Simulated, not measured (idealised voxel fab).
Presented below is a process module, voxel quadruple lines.
Cross-section cut: width 205 nm, square cells of 5 nm.
Cross-section, as written here: a square-cell grid given band by band from the top down, where a band holds one or more rows of cells. Heights first: top, then bottom, in nm. Then materials, left to right, each with a width in nm. "all across" on a single material: fills the band edge to edge. "air": empty space. Heights are measured from 0, the level below which the as-received wafer is all one material; the lowest band has no bottom and continues downward, written as in "0 down". The notation "30->40" denotes a width that varies across the rows of cells in the band, beginning at the first number in the top row, finishing at the second number in the bottom row, and changing by an identical amount from each row to the next. Step note "no modifications" = no cross-section cell changed. For the entry "Fully closed voids", the listed items are empty spaces with no open way to the top whose size is 8 cells or more; each item follows the pattern width x height at distance, where distance is from the left edge and all three are in nm. Text after the settings on a step's line: the simulator's own remark on that step. overlay nm: on a step with a mask, how far right of its planned place the mask lay; negative means left.
### Intended process steps
step 1: RECEIVE (material Si)
step 2: CONFORMAL_DEP (material Al2O3; thk nm 5)
step 3: DIRECTIONAL_DEP (material W; thk nm 10)
step 4: DIRECTIONAL_DEP (material polySi; thk nm 20)
step 5: DIRECTIONAL_DEP (material aC; thk nm 20)
step 6: PATTERN (tone cover; mask id MANDREL; material resist; width nm 25; thk nm 30; overlay nm 0)
step 7: DIRECTIONAL_ETCH (etch materials aC; depth nm 20)
step 8: STRIP (etch materials resist)
step 9: CONFORMAL_DEP (material SiO2; thk nm 15)
step 10: DIRECTIONAL_ETCH (etch materials SiO2; depth nm 15)
step 11: STRIP (etch materials aC)
step 12: DIRECTIONAL_ETCH (etch materials polySi; depth nm 20)
step 13: STRIP (etch materials SiO2)
step 14: CONFORMAL_DEP (material SiN; thk nm 5)
step 15: DIRECTIONAL_ETCH (etch materials SiN; depth nm 5)
step 16: STRIP (etch materials polySi)
step 17: DIRECTIONAL_ETCH (etch materials W; depth nm 10)
step 18: STRIP (etch materials SiN)
### Here's what the wafer looked like in cross-section when it arrived - that's after step 1
    0 down = Si all across
    Fully closed voids: none
### The plan above was carried out on the starting structure above with one mistake, and this cross-section shows the wafer at the end of the module
    15 to 5 = 65 nm air / 5 nm W / 15 nm air / 5 nm W / 15 nm air / 5 nm W / 15 nm air / 5 nm W / 75 nm air
    5 to 0 = Al2O3 all across
    0 down = Si all across
    Fully closed voids: none
Finding, execution versus plan: step 6 did not happen as planned, as run it was PATTERN (tone cover; mask id MANDREL; material resist; width nm 25; thk nm 30; overlay nm -5)
